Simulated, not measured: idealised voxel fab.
Process module under the name voxel wiring stack
Cross-sectional view cut (width: 255 nm; square cell size: 5 nm).
Each cross-section below is a grid of square cells, stated as bands in top-down order, with one or more rows of cells making up each band.
Each band's line starts with the height of the band's top and of its bottom, in nm. Then come its materials from left to right, each with its width in nm. One material with "edge to edge" fills the band from edge to edge. "blank" is empty space.
Measure heights from 0. That's the level where, below it, the as-received wafer is all one material. The lowest band is bottomless and extends downward; write it as in "from 0 down".
The two numbers in a width such as "30..40" mark its ends across the band: the first belongs to the top row of cells, the second to the bottom row, and from each row to the next the width moves by the same amount.
"no change occurred" (step): cross-section cells unchanged, all of them.
So "Sealed void inventory" is basically the list of trapped voids: any empty space of 8 cells or more that can't reach the top through an opening. They're written width x height at distance, the distance being from the left edge, and it's all nm.
after a step's settings: what the simulator itself notes on the step
overlay nm: right-of-plan distance of the mask on a masked step; negative values mean left-of-plan.
Layout of what follows: cross-section pairs, each bracketing one process step, the after cross-section shown only to the lowest band that changed, the step between and its settings noted under each pair. Pairs may originate in different runs of this module on the same starting wafer; a pair continues from the pair above only where its entry headed "Pre-processing view" says so.
PRE-PROCESSING VIEW
	from 0 down = Si edge to edge
	Sealed void inventory: none
STEP RESULT
	from 15 to 0 = SiO2 edge to edge
	Nothing below the height 0 has changed.
	Sealed void inventory: none
What process step lies between the two cross-sections above? CONFORMAL_DEP,material SiO2,thk nm 15
Pre-processing view: carried over from the after image of the pair right above.
STEP RESULT
	from 20 to 15 = SiN edge to edge
	Nothing below the height 15 has changed.
	Sealed void inventory: none
What process step lies between the two cross-sections above? CONFORMAL_DEP,material SiN,thk nm 5
Pre-processing view: carried over from the after image of the pair right above.
STEP RESULT
	from 45 to 20 = lowk edge to edge
	Nothing below the height 20 has changed.
	Sealed void inventory: none
What process step lies between the two cross-sections above? DIRECTIONAL_DEP,material lowk,thk nm 25
Pre-processing view: carried over from the after image of the pair right above.
STEP RESULT
	from 45 to 20 = lowk 35, then blank 30, then lowk 20, then blank 30, then lowk 20, then blank 30, then lowk 20, then blank 30, then lowk 40
	Nothing below the height 20 has changed.
	Sealed void inventory: none
What process step lies between the two cross-sections above? MASKED_ETCH,tone open,mask id METAL_1,width nm 30,pitch nm 50,etch materials lowk,depth nm 25,overlay nm 0
Pre-processing view: carried over from the after image of the pair right above.
STEP RESULT
	from 45 to 20 = lowk 35, then blank 30, then lowk 20, then blank 30, then lowk 20, then blank 30, then lowk 20, then blank 30, then lowk 40
	from 20 to 15 = SiN 35, then blank 30, then SiN 20, then blank 30, then SiN 20, then blank 30, then SiN 20, then blank 30, then SiN 40
	Nothing below the height 15 has changed.
	Sealed void inventory: none
What process step lies between the two cross-sections above? MASKED_ETCH,tone open,mask id METAL_1,width nm 30,pitch nm 50,etch materials SiN,depth nm 5,overlay nm 0
Pre-processing view: carried over from the after image of the pair right above.
STEP RESULT
	from 50 to 45 = TiN 40, then blank 20, then TiN 30, then blank 20, then TiN 30, then blank 20, then TiN 30, then blank 20, then TiN 45
	from 45 to 20 = lowk 35, then TiN 5, then blank 20, then TiN 5, then lowk 20, then TiN 5, then blank 20, then TiN 5, then lowk 20, then TiN 5, then blank 20, then TiN 5, then lowk 20, then TiN 5, then blank 20, then TiN 5, then lowk 40
	from 20 to 15 = SiN 35, then TiN 30, then SiN 20, then TiN 30, then SiN 20, then TiN 30, then SiN 20, then TiN 30, then SiN 40
	Nothing below the height 15 has changed.
	Sealed void inventory: none
What process step lies between the two cross-sections above? CONFORMAL_DEP,material TiN,thk nm 5
Pre-processing view: carried over from the after image of the pair right above.
STEP RESULT
	from 60 to 50 = Cu edge to edge
	from 50 to 45 = TiN 40, then Cu 20, then TiN 30, then Cu 20, then TiN 30, then Cu 20, then TiN 30, then Cu 20, then TiN 45
	from 45 to 20 = lowk 35, then TiN 5, then Cu 20, then TiN 5, then lowk 20, then TiN 5, then Cu 20, then TiN 5, then lowk 20, then TiN 5, then Cu 20, then TiN 5, then lowk 20, then TiN 5, then Cu 20, then TiN 5, then lowk 40
	Nothing below the height 20 has changed.
	Sealed void inventory: none
What process step lies between the two cross-sections above? FILL_DEP,material Cu,thk nm 10
Pre-processing view: carried over from the after image of the pair right above.
STEP RESULT
	from 45 to 20 = lowk 35, then TiN 5, then Cu 20, then TiN 5, then lowk 20, then TiN 5, then Cu 20, then TiN 5, then lowk 20, then TiN 5, then Cu 20, then TiN 5, then lowk 20, then TiN 5, then Cu 20, then TiN 5, then lowk 40
	Nothing below the height 20 has changed.
	Sealed void inventory: none
What process step lies between the two cross-sections above? CMP,height nm 45
Pre-processing view: carried over from the after image of the pair right above.
STEP RESULT
	from 50 to 45 = SiCN edge to edge
	Nothing below the height 45 has changed.
	Sealed void inventory: none
What process step lies between the two cross-sections above? CONFORMAL_DEP,material SiCN,thk nm 5
Pre-processing view: carried over from the after image of the pair right above.
STEP RESULT
	from 75 to 50 = SiO2 edge to edge
	Nothing below the height 50 has changed.
	Sealed void inventory: none
What process step lies between the two cross-sections above? DIRECTIONAL_DEP,material SiO2,thk nm 25
Pre-processing view: carried over from the after image of the pair right above.
STEP RESULT
	from 75 to 50 = SiO2 35, then blank 15, then SiO2 35, then blank 15, then SiO2 35, then blank 15, then SiO2 35, then blank 15, then SiO2 55
	Nothing below the height 50 has changed.
	Sealed void inventory: none
What process step lies between the two cross-sections above? MASKED_ETCH,tone open,mask id METAL_2_HOLES,width nm 15,pitch nm 50,etch materials SiO2,depth nm 25,overlay nm 0
Pre-processing view: carried over from the after image of the pair right above.
STEP RESULT
	from 75 to 60 = SiO2 35, then blank 30, then SiO2 20, then blank 30, then SiO2 20, then blank 30, then SiO2 20, then blank 30, then SiO2 40
	Nothing below the height 60 has changed.
	Sealed void inventory: none
What process step lies between the two cross-sections above? MASKED_ETCH,tone open,mask id METAL_2,width nm 30,pitch nm 50,etch materials SiO2,depth nm 15,overlay nm 0
Pre-processing view: carried over from the after image of the pair right above.
STEP RESULT
	from 75 to 60 = SiO2 35, then blank 30, then SiO2 20, then blank 30, then SiO2 20, then blank 30, then SiO2 20, then blank 30, then SiO2 40
	from 60 to 50 = SiO2 35, then blank 15, then SiO2 35, then blank 15, then SiO2 35, then blank 15, then SiO2 35, then blank 15, then SiO2 55
	from 50 to 45 = SiCN 35, then blank 15, then SiCN 35, then blank 15, then SiCN 35, then blank 15, then SiCN 35, then blank 15, then SiCN 55
	Nothing below the height 45 has changed.
	Sealed void inventory: none
What process step lies between the two cross-sections above? MASKED_ETCH,tone open,mask id METAL_2,width nm 30,pitch nm 50,etch materials SiCN,depth nm 5,overlay nm 0
Pre-processing view: carried over from the after image of the pair right above.
STEP RESULT
	from 80 to 75 = TiN 40, then blank 20, then TiN 30, then blank 20, then TiN 30, then blank 20, then TiN 30, then blank 20, then TiN 45
	from 75 to 65 = SiO2 35, then TiN 5, then blank 20, then TiN 5, then SiO2 20, then TiN 5, then blank 20, then TiN 5, then SiO2 20, then TiN 5, then blank 20, then TiN 5, then SiO2 20, then TiN 5, then blank 20, then TiN 5, then SiO2 40
	from 65 to 60 = SiO2 35, then TiN 5, then blank 5, then TiN 20, then SiO2 20, then TiN 5, then blank 5, then TiN 20, then SiO2 20, then TiN 5, then blank 5, then TiN 20, then SiO2 20, then TiN 5, then blank 5, then TiN 20, then SiO2 40
	from 60 to 50 = SiO2 35, then TiN 5, then blank 5, then TiN 5, then SiO2 35, then TiN 5, then blank 5, then TiN 5, then SiO2 35, then TiN 5, then blank 5, then TiN 5, then SiO2 35, then TiN 5, then blank 5, then TiN 5, then SiO2 55
	from 50 to 45 = SiCN 35, then TiN 15, then SiCN 35, then TiN 15, then SiCN 35, then TiN 15, then SiCN 35, then TiN 15, then SiCN 55
	Nothing below the height 45 has changed.
	Sealed void inventory: none
What process step lies between the two cross-sections above? CONFORMAL_DEP,material TiN,thk nm 5
Pre-processing view: carried over from the after image of the pair right above.
STEP RESULT
	from 90 to 80 = Cu edge to edge
	from 80 to 75 = TiN 40, then Cu 20, then TiN 30, then Cu 20, then TiN 30, then Cu 20, then TiN 30, then Cu 20, then TiN 45
	from 75 to 65 = SiO2 35, then TiN 5, then Cu 20, then TiN 5, then SiO2 20, then TiN 5, then Cu 20, then TiN 5, then SiO2 20, then TiN 5, then Cu 20, then TiN 5, then SiO2 20, then TiN 5, then Cu 20, then TiN 5, then SiO2 40
	from 65 to 60 = SiO2 35, then TiN 5, then Cu 5, then TiN 20, then SiO2 20, then TiN 5, then Cu 5, then TiN 20, then SiO2 20, then TiN 5, then Cu 5, then TiN 20, then SiO2 20, then TiN 5, then Cu 5, then TiN 20, then SiO2 40
	from 60 to 50 = SiO2 35, then TiN 5, then Cu 5, then TiN 5, then SiO2 35, then TiN 5, then Cu 5, then TiN 5, then SiO2 35, then TiN 5, then Cu 5, then TiN 5, then SiO2 35, then TiN 5, then Cu 5, then TiN 5, then SiO2 55
	Nothing below the height 50 has changed.
	Sealed void inventory: none
What process step lies between the two cross-sections above? FILL_DEP,material Cu,thk nm 10
Pre-processing view: carried over from the after image of the pair right above.
STEP RESULT
	from 75 to 65 = SiO2 35, then TiN 5, then Cu 20, then TiN 5, then SiO2 20, then TiN 5, then Cu 20, then TiN 5, then SiO2 20, then TiN 5, then Cu 20, then TiN 5, then SiO2 20, then TiN 5, then Cu 20, then TiN 5, then SiO2 40
	Nothing below the height 65 has changed.
	Sealed void inventory: none
What process step lies between the two cross-sections above? CMP,height nm 75
Pre-processing view: carried over from the after image of the pair right above.
STEP RESULT
	from 80 to 75 = SiCN edge to edge
	Nothing below the height 75 has changed.
	Sealed void inventory: none
What process step lies between the two cross-sections above? CONFORMAL_DEP,material SiCN,thk nm 5
Pre-processing view: carried over from the after image of the pair right above.
STEP RESULT
	from 110 to 80 = lowk edge to edge
	Nothing below the height 80 has changed.
	Sealed void inventory: none
What process step lies between the two cross-sections above? DIRECTIONAL_DEP,material lowk,thk nm 30
Pre-processing view: carried over from the after image of the pair right above.
STEP RESULT
	from 110 to 95 = lowk 35, then blank 30, then lowk 20, then blank 30, then lowk 20, then blank 30, then lowk 20, then blank 30, then lowk 40
	Nothing below the height 95 has changed.
	Sealed void inventory: none
What process step lies between the two cross-sections above? MASKED_ETCH,tone open,mask id METAL_3,width nm 30,pitch nm 50,etch materials lowk,depth nm 15,overlay nm 0
Pre-processing view: carried over from the after image of the pair right above.
STEP RESULT
	from 110 to 95 = lowk 35, then blank 30, then lowk 20, then blank 30, then lowk 20, then blank 30, then lowk 20, then blank 30, then lowk 40
	from 95 to 80 = lowk 35, then blank 15, then lowk 35, then blank 15, then lowk 35, then blank 15, then lowk 35, then blank 15, then lowk 55
	Nothing below the height 80 has changed.
	Sealed void inventory: none
What process step lies between the two cross-sections above? MASKED_ETCH,tone open,mask id METAL_3_HOLES,width nm 15,pitch nm 50,etch materials lowk,depth nm 15,overlay nm 0
Pre-processing view: carried over from the after image of the pair right above.
STEP RESULT
	from 110 to 95 = lowk 35, then blank 30, then lowk 20, then blank 30, then lowk 20, then blank 30, then lowk 20, then blank 30, then lowk 40
	from 95 to 80 = lowk 35, then blank 15, then lowk 35, then blank 15, then lowk 35, then blank 15, then lowk 35, then blank 15, then lowk 55
	from 80 to 75 = SiCN 35, then blank 15, then SiCN 35, then blank 15, then SiCN 35, then blank 15, then SiCN 35, then blank 15, then SiCN 55
	Nothing below the height 75 has changed.
	Sealed void inventory: none
What process step lies between the two cross-sections above? MASKED_ETCH,tone open,mask id METAL_3_HOLES,width nm 15,pitch nm 50,etch materials SiCN,depth nm 5,overlay nm 0
Pre-processing view: carried over from the after image of the pair right above.
STEP RESULT
	from 115 to 110 = TiN 40, then blank 20, then TiN 30, then blank 20, then TiN 30, then blank 20, then TiN 30, then blank 20, then TiN 45
	from 110 to 100 = lowk 35, then TiN 5, then blank 20, then TiN 5, then lowk 20, then TiN 5, then blank 20, then TiN 5, then lowk 20, then TiN 5, then blank 20, then TiN 5, then lowk 20, then TiN 5, then blank 20, then TiN 5, then lowk 40
	from 100 to 95 = lowk 35, then TiN 5, then blank 5, then TiN 20, then lowk 20, then TiN 5, then blank 5, then TiN 20, then lowk 20, then TiN 5, then blank 5, then TiN 20, then lowk 20, then TiN 5, then blank 5, then TiN 20, then lowk 40
	from 95 to 80 = lowk 35, then TiN 5, then blank 5, then TiN 5, then lowk 35, then TiN 5, then blank 5, then TiN 5, then lowk 35, then TiN 5, then blank 5, then TiN 5, then lowk 35, then TiN 5, then blank 5, then TiN 5, then lowk 55
	from 80 to 75 = SiCN 35, then TiN 15, then SiCN 35, then TiN 15, then SiCN 35, then TiN 15, then SiCN 35, then TiN 15, then SiCN 55
	Nothing below the height 75 has changed.
	Sealed void inventory: none
What process step lies between the two cross-sections above? CONFORMAL_DEP,material TiN,thk nm 5
Pre-processing view: carried over from the after image of the pair right above.
STEP RESULT
	from 120 to 115 = Cu edge to edge
	from 115 to 110 = TiN 40, then Cu 20, then TiN 30, then Cu 20, then TiN 30, then Cu 20, then TiN 30, then Cu 20, then TiN 45
	from 110 to 100 = lowk 35, then TiN 5, then Cu 20, then TiN 5, then lowk 20, then TiN 5, then Cu 20, then TiN 5, then lowk 20, then TiN 5, then Cu 20, then TiN 5, then lowk 20, then TiN 5, then Cu 20, then TiN 5, then lowk 40
	from 100 to 95 = lowk 35, then TiN 5, then Cu 5, then TiN 20, then lowk 20, then TiN 5, then Cu 5, then TiN 20, then lowk 20, then TiN 5, then Cu 5, then TiN 20, then lowk 20, then TiN 5, then Cu 5, then TiN 20, then lowk 40
	from 95 to 80 = lowk 35, then TiN 5, then Cu 5, then TiN 5, then lowk 35, then TiN 5, then Cu 5, then TiN 5, then lowk 35, then TiN 5, then Cu 5, then TiN 5, then lowk 35, then TiN 5, then Cu 5, then TiN 5, then lowk 55
	Nothing below the height 80 has changed.
	Sealed void inventory: none
What process step lies between the two cross-sections above? FILL_DEP,material Cu,thk nm 5
Pre-processing view: carried over from the after image of the pair right above.
STEP RESULT
	from 110 to 100 = lowk 35, then TiN 5, then Cu 20, then TiN 5, then lowk 20, then TiN 5, then Cu 20, then TiN 5, then lowk 20, then TiN 5, then Cu 20, then TiN 5, then lowk 20, then TiN 5, then Cu 20, then TiN 5, then lowk 40
	Nothing below the height 100 has changed.
	Sealed void inventory: none
What process step lies between the two cross-sections above? CMP,height nm 110
Pre-processing view: carried over from the after image of the pair right above.
STEP RESULT
	from 115 to 110 = SiN edge to edge
	Nothing below the height 110 has changed.
	Sealed void inventory: none
What process step lies between the two cross-sections above? CONFORMAL_DEP,material SiN,thk nm 5
PRE-PROCESSING VIEW
	from 90 to 80 = Cu edge to edge
	from 80 to 75 = TiN 40, then Cu 20, then TiN 30, then Cu 20, then TiN 30, then Cu 20, then TiN 30, then Cu 20, then TiN 45
	from 75 to 65 = SiO2 35, then TiN 5, then Cu 20, then TiN 5, then SiO2 20, then TiN 5, then Cu 20, then TiN 5, then SiO2 20, then TiN 5, then Cu 20, then TiN 5, then SiO2 20, then TiN 5, then Cu 20, then TiN 5, then SiO2 40
	from 65 to 60 = SiO2 35, then TiN 5, then Cu 5, then TiN 20, then SiO2 20, then TiN 5, then Cu 5, then TiN 20, then SiO2 20, then TiN 5, then Cu 5, then TiN 20, then SiO2 20, then TiN 5, then Cu 5, then TiN 20, then SiO2 40
	from 60 to 50 = SiO2 35, then TiN 5, then Cu 5, then TiN 5, then SiO2 35, then TiN 5, then Cu 5, then TiN 5, then SiO2 35, then TiN 5, then Cu 5, then TiN 5, then SiO2 35, then TiN 5, then Cu 5, then TiN 5, then SiO2 55
	from 50 to 45 = SiCN 35, then TiN 15, then SiCN 35, then TiN 15, then SiCN 35, then TiN 15, then SiCN 35, then TiN 15, then SiCN 55
	from 45 to 20 = lowk 35, then TiN 5, then Cu 20, then TiN 5, then lowk 20, then TiN 5, then Cu 20, then TiN 5, then lowk 20, then TiN 5, then Cu 20, then TiN 5, then lowk 20, then TiN 5, then Cu 20, then TiN 5, then lowk 40
	from 20 to 15 = SiN 35, then TiN 30, then SiN 20, then TiN 30, then SiN 20, then TiN 30, then SiN 20, then TiN 30, then SiN 40
	from 15 to 0 = SiO2 edge to edge
	from 0 down = Si edge to edge
	Sealed void inventory: none
STEP RESULT
	from 95 to 90 = SiCN edge to edge
	Nothing below the height 90 has changed.
	Sealed void inventory: none
What process step lies between the two cross-sections above? CONFORMAL_DEP,material SiCN,thk nm 5
Pre-processing view: carried over from the after image of the pair right above.
STEP RESULT
	from 125 to 95 = lowk edge to edge
	Nothing below the height 95 has changed.
	Sealed void inventory: none
What process step lies between the two cross-sections above? DIRECTIONAL_DEP,material lowk,thk nm 30
Pre-processing view: carried over from the after image of the pair right above.
STEP RESULT
	from 125 to 110 = lowk 35, then blank 30, then lowk 20, then blank 30, then lowk 20, then blank 30, then lowk 20, then blank 30, then lowk 40
	Nothing below the height 110 has changed.
	Sealed void inventory: none
What process step lies between the two cross-sections above? MASKED_ETCH,tone open,mask id METAL_3,width nm 30,pitch nm 50,etch materials lowk,depth nm 15,overlay nm 0
Pre-processing view: carried over from the after image of the pair right above.
STEP RESULT
	from 125 to 110 = lowk 35, then blank 30, then lowk 20, then blank 30, then lowk 20, then blank 30, then lowk 20, then blank 30, then lowk 40
	from 110 to 95 = lowk 35, then blank 15, then lowk 35, then blank 15, then lowk 35, then blank 15, then lowk 35, then blank 15, then lowk 55
	Nothing below the height 95 has changed.
	Sealed void inventory: none
What process step lies between the two cross-sections above? MASKED_ETCH,tone open,mask id METAL_3_HOLES,width nm 15,pitch nm 50,etch materials lowk,depth nm 15,overlay nm 0
Pre-processing view: carried over from the after image of the pair right above.
STEP RESULT
	from 125 to 110 = lowk 35, then blank 30, then lowk 20, then blank 30, then lowk 20, then blank 30, then lowk 20, then blank 30, then lowk 40
	from 110 to 95 = lowk 35, then blank 15, then lowk 35, then blank 15, then lowk 35, then blank 15, then lowk 35, then blank 15, then lowk 55
	from 95 to 90 = SiCN 35, then blank 15, then SiCN 35, then blank 15, then SiCN 35, then blank 15, then SiCN 35, then blank 15, then SiCN 55
	Nothing below the height 90 has changed.
	Sealed void inventory: none
What process step lies between the two cross-sections above? MASKED_ETCH,tone open,mask id METAL_3_HOLES,width nm 15,pitch nm 50,etch materials SiCN,depth nm 5,overlay nm 0
Pre-processing view: carried over from the after image of the pair right above.
STEP RESULT
	from 130 to 125 = TiN 40, then blank 20, then TiN 30, then blank 20, then TiN 30, then blank 20, then TiN 30, then blank 20, then TiN 45
	from 125 to 115 = lowk 35, then TiN 5, then blank 20, then TiN 5, then lowk 20, then TiN 5, then blank 20, then TiN 5, then lowk 20, then TiN 5, then blank 20, then TiN 5, then lowk 20, then TiN 5, then blank 20, then TiN 5, then lowk 40
	from 115 to 110 = lowk 35, then TiN 5, then blank 5, then TiN 20, then lowk 20, then TiN 5, then blank 5, then TiN 20, then lowk 20, then TiN 5, then blank 5, then TiN 20, then lowk 20, then TiN 5, then blank 5, then TiN 20, then lowk 40
	from 110 to 95 = lowk 35, then TiN 5, then blank 5, then TiN 5, then lowk 35, then TiN 5, then blank 5, then TiN 5, then lowk 35, then TiN 5, then blank 5, then TiN 5, then lowk 35, then TiN 5, then blank 5, then TiN 5, then lowk 55
	from 95 to 90 = SiCN 35, then TiN 15, then SiCN 35, then TiN 15, then SiCN 35, then TiN 15, then SiCN 35, then TiN 15, then SiCN 55
	Nothing below the height 90 has changed.
	Sealed void inventory: none
What process step lies between the two cross-sections above? CONFORMAL_DEP,material TiN,thk nm 5
Pre-processing view: carried over from the after image of the pair right above.
STEP RESULT
	from 135 to 130 = Cu edge to edge
	from 130 to 125 = TiN 40, then Cu 20, then TiN 30, then Cu 20, then TiN 30, then Cu 20, then TiN 30, then Cu 20, then TiN 45
	from 125 to 115 = lowk 35, then TiN 5, then Cu 20, then TiN 5, then lowk 20, then TiN 5, then Cu 20, then TiN 5, then lowk 20, then TiN 5, then Cu 20, then TiN 5, then lowk 20, then TiN 5, then Cu 20, then TiN 5, then lowk 40
	from 115 to 110 = lowk 35, then TiN 5, then Cu 5, then TiN 20, then lowk 20, then TiN 5, then Cu 5, then TiN 20, then lowk 20, then TiN 5, then Cu 5, then TiN 20, then lowk 20, then TiN 5, then Cu 5, then TiN 20, then lowk 40
	from 110 to 95 = lowk 35, then TiN 5, then Cu 5, then TiN 5, then lowk 35, then TiN 5, then Cu 5, then TiN 5, then lowk 35, then TiN 5, then Cu 5, then TiN 5, then lowk 35, then TiN 5, then Cu 5, then TiN 5, then lowk 55
	Nothing below the height 95 has changed.
	Sealed void inventory: none
What process step lies between the two cross-sections above? FILL_DEP,material Cu,thk nm 5
Pre-processing view: carried over from the after image of the pair right above.
STEP RESULT
	from 110 to 95 = lowk 35, then TiN 5, then Cu 5, then TiN 5, then lowk 35, then TiN 5, then Cu 5, then TiN 5, then lowk 35, then TiN 5, then Cu 5, then TiN 5, then lowk 35, then TiN 5, then Cu 5, then TiN 5, then lowk 55
	Nothing below the height 95 has changed.
	Sealed void inventory: none
What process step lies between the two cross-sections above? CMP,height nm 110
Pre-processing view: carried over from the after image of the pair right above.
STEP RESULT
	from 115 to 110 = SiN edge to edge
	Nothing below the height 110 has changed.
	Sealed void inventory: none
What process step lies between the two cross-sections above? CONFORMAL_DEP,material SiN,thk nm 5
PRE-PROCESSING VIEW
	from 15 to 0 = SiO2 edge to edge
	from 0 down = Si edge to edge
	Sealed void inventory: none
STEP RESULT
	from 30 to 0 = SiO2 edge to edge
	Nothing below the height 0 has changed.
	Sealed void inventory: none
What process step lies between the two cross-sections above? CONFORMAL_DEP,material SiO2,thk nm 15
Pre-processing view: carried over from the after image of the pair right above.
STEP RESULT
	from 35 to 30 = SiN edge to edge
	Nothing below the height 30 has changed.
	Sealed void inventory: none
What process step lies between the two cross-sections above? CONFORMAL_DEP,material SiN,thk nm 5
Pre-processing view: carried over from the after image of the pair right above.
STEP RESULT
	from 60 to 35 = lowk edge to edge
	Nothing below the height 35 has changed.
	Sealed void inventory: none
What process step lies between the two cross-sections above? DIRECTIONAL_DEP,material lowk,thk nm 25
Pre-processing view: carried over from the after image of the pair right above.
STEP RESULT
	from 60 to 35 = lowk 35, then blank 30, then lowk 20, then blank 30, then lowk 20, then blank 30, then lowk 20, then blank 30, then lowk 40
	Nothing below the height 35 has changed.
	Sealed void inventory: none
What process step lies between the two cross-sections above? MASKED_ETCH,tone open,mask id METAL_1,width nm 30,pitch nm 50,etch materials lowk,depth nm 25,overlay nm 0
Pre-processing view: carried over from the after image of the pair right above.
STEP RESULT
	from 60 to 35 = lowk 35, then blank 30, then lowk 20, then blank 30, then lowk 20, then blank 30, then lowk 20, then blank 30, then lowk 40
	from 35 to 30 = SiN 35, then blank 30, then SiN 20, then blank 30, then SiN 20, then blank 30, then SiN 20, then blank 30, then SiN 40
	Nothing below the height 30 has changed.
	Sealed void inventory: none
What process step lies between the two cross-sections above? MASKED_ETCH,tone open,mask id METAL_1,width nm 30,pitch nm 50,etch materials SiN,depth nm 5,overlay nm 0
Pre-processing view: carried over from the after image of the pair right above.
STEP RESULT
	from 65 to 60 = TiN 40, then blank 20, then TiN 30, then blank 20, then TiN 30, then blank 20, then TiN 30, then blank 20, then TiN 45
	from 60 to 35 = lowk 35, then TiN 5, then blank 20, then TiN 5, then lowk 20, then TiN 5, then blank 20, then TiN 5, then lowk 20, then TiN 5, then blank 20, then TiN 5, then lowk 20, then TiN 5, then blank 20, then TiN 5, then lowk 40
	from 35 to 30 = SiN 35, then TiN 30, then SiN 20, then TiN 30, then SiN 20, then TiN 30, then SiN 20, then TiN 30, then SiN 40
	Nothing below the height 30 has changed.
	Sealed void inventory: none
What process step lies between the two cross-sections above? CONFORMAL_DEP,material TiN,thk nm 5
Pre-processing view: carried over from the after image of the pair right above.
STEP RESULT
	from 75 to 65 = Cu edge to edge
	from 65 to 60 = TiN 40, then Cu 20, then TiN 30, then Cu 20, then TiN 30, then Cu 20, then TiN 30, then Cu 20, then TiN 45
	from 60 to 35 = lowk 35, then TiN 5, then Cu 20, then TiN 5, then lowk 20, then TiN 5, then Cu 20, then TiN 5, then lowk 20, then TiN 5, then Cu 20, then TiN 5, then lowk 20, then TiN 5, then Cu 20, then TiN 5, then lowk 40
	Nothing below the height 35 has changed.
	Sealed void inventory: none
What process step lies between the two cross-sections above? FILL_DEP,material Cu,thk nm 10
Pre-processing view: carried over from the after image of the pair right above.
STEP RESULT
	from 45 to 35 = lowk 35, then TiN 5, then Cu 20, then TiN 5, then lowk 20, then TiN 5, then Cu 20, then TiN 5, then lowk 20, then TiN 5, then Cu 20, then TiN 5, then lowk 20, then TiN 5, then Cu 20, then TiN 5, then lowk 40
	Nothing below the height 35 has changed.
	Sealed void inventory: none
What process step lies between the two cross-sections above? CMP,height nm 45
Pre-processing view: carried over from the after image of the pair right above.
STEP RESULT
	from 50 to 45 = SiCN edge to edge
	Nothing below the height 45 has changed.
	Sealed void inventory: none
What process step lies between the two cross-sections above? CONFORMAL_DEP,material SiCN,thk nm 5
Pre-processing view: carried over from the after image of the pair right above.
STEP RESULT
	from 75 to 50 = SiO2 edge to edge
	Nothing below the height 50 has changed.
	Sealed void inventory: none
What process step lies between the two cross-sections above? DIRECTIONAL_DEP,material SiO2,thk nm 25
Pre-processing view: carried over from the after image of the pair right above.
STEP RESULT
	from 75 to 50 = SiO2 35, then blank 15, then SiO2 35, then blank 15, then SiO2 35, then blank 15, then SiO2 35, then blank 15, then SiO2 55
	Nothing below the height 50 has changed.
	Sealed void inventory: none
What process step lies between the two cross-sections above? MASKED_ETCH,tone open,mask id METAL_2_HOLES,width nm 15,pitch nm 50,etch materials SiO2,depth nm 25,overlay nm 0
Pre-processing view: carried over from the after image of the pair right above.
STEP RESULT
	from 75 to 60 = SiO2 35, then blank 30, then SiO2 20, then blank 30, then SiO2 20, then blank 30, then SiO2 20, then blank 30, then SiO2 40
	Nothing below the height 60 has changed.
	Sealed void inventory: none
What process step lies between the two cross-sections above? MASKED_ETCH,tone open,mask id METAL_2,width nm 30,pitch nm 50,etch materials SiO2,depth nm 15,overlay nm 0
Pre-processing view: carried over from the after image of the pair right above.
STEP RESULT
	from 75 to 60 = SiO2 35, then blank 30, then SiO2 20, then blank 30, then SiO2 20, then blank 30, then SiO2 20, then blank 30, then SiO2 40
	from 60 to 50 = SiO2 35, then blank 15, then SiO2 35, then blank 15, then SiO2 35, then blank 15, then SiO2 35, then blank 15, then SiO2 55
	from 50 to 45 = SiCN 35, then blank 15, then SiCN 35, then blank 15, then SiCN 35, then blank 15, then SiCN 35, then blank 15, then SiCN 55
	Nothing below the height 45 has changed.
	Sealed void inventory: none
What process step lies between the two cross-sections above? MASKED_ETCH,tone open,mask id METAL_2,width nm 30,pitch nm 50,etch materials SiCN,depth nm 5,overlay nm 0
Pre-processing view: carried over from the after image of the pair right above.
STEP RESULT
	from 80 to 75 = TiN 40, then blank 20, then TiN 30, then blank 20, then TiN 30, then blank 20, then TiN 30, then blank 20, then TiN 45
	from 75 to 65 = SiO2 35, then TiN 5, then blank 20, then TiN 5, then SiO2 20, then TiN 5, then blank 20, then TiN 5, then SiO2 20, then TiN 5, then blank 20, then TiN 5, then SiO2 20, then TiN 5, then blank 20, then TiN 5, then SiO2 40
	from 65 to 60 = SiO2 35, then TiN 5, then blank 5, then TiN 20, then SiO2 20, then TiN 5, then blank 5, then TiN 20, then SiO2 20, then TiN 5, then blank 5, then TiN 20, then SiO2 20, then TiN 5, then blank 5, then TiN 20, then SiO2 40
	from 60 to 50 = SiO2 35, then TiN 5, then blank 5, then TiN 5, then SiO2 35, then TiN 5, then blank 5, then TiN 5, then SiO2 35, then TiN 5, then blank 5, then TiN 5, then SiO2 35, then TiN 5, then blank 5, then TiN 5, then SiO2 55
	from 50 to 45 = SiCN 35, then TiN 15, then SiCN 35, then TiN 15, then SiCN 35, then TiN 15, then SiCN 35, then TiN 15, then SiCN 55
	Nothing below the height 45 has changed.
	Sealed void inventory: none
What process step lies between the two cross-sections above? CONFORMAL_DEP,material TiN,thk nm 5
Pre-processing view: carried over from the after image of the pair right above.
STEP RESULT
	from 90 to 80 = Cu edge to edge
	from 80 to 75 = TiN 40, then Cu 20, then TiN 30, then Cu 20, then TiN 30, then Cu 20, then TiN 30, then Cu 20, then TiN 45
	from 75 to 65 = SiO2 35, then TiN 5, then Cu 20, then TiN 5, then SiO2 20, then TiN 5, then Cu 20, then TiN 5, then SiO2 20, then TiN 5, then Cu 20, then TiN 5, then SiO2 20, then TiN 5, then Cu 20, then TiN 5, then SiO2 40
	from 65 to 60 = SiO2 35, then TiN 5, then Cu 5, then TiN 20, then SiO2 20, then TiN 5, then Cu 5, then TiN 20, then SiO2 20, then TiN 5, then Cu 5, then TiN 20, then SiO2 20, then TiN 5, then Cu 5, then TiN 20, then SiO2 40
	from 60 to 50 = SiO2 35, then TiN 5, then Cu 5, then TiN 5, then SiO2 35, then TiN 5, then Cu 5, then TiN 5, then SiO2 35, then TiN 5, then Cu 5, then TiN 5, then SiO2 35, then TiN 5, then Cu 5, then TiN 5, then SiO2 55
	Nothing below the height 50 has changed.
	Sealed void inventory: none
What process step lies between the two cross-sections above? FILL_DEP,material Cu,thk nm 10
Pre-processing view: carried over from the after image of the pair right above.
STEP RESULT
	from 75 to 65 = SiO2 35, then TiN 5, then Cu 20, then TiN 5, then SiO2 20, then TiN 5, then Cu 20, then TiN 5, then SiO2 20, then TiN 5, then Cu 20, then TiN 5, then SiO2 20, then TiN 5, then Cu 20, then TiN 5, then SiO2 40
	Nothing below the height 65 has changed.
	Sealed void inventory: none
What process step lies between the two cross-sections above? CMP,height nm 75
Pre-processing view: carried over from the after image of the pair right above.
STEP RESULT
	from 80 to 75 = SiCN edge to edge
	Nothing below the height 75 has changed.
	Sealed void inventory: none
What process step lies between the two cross-sections above? CONFORMAL_DEP,material SiCN,thk nm 5
Pre-processing view: carried over from the after image of the pair right above.
STEP RESULT
	from 110 to 80 = lowk edge to edge
	Nothing below the height 80 has changed.
	Sealed void inventory: none
What process step lies between the two cross-sections above? DIRECTIONAL_DEP,material lowk,thk nm 30
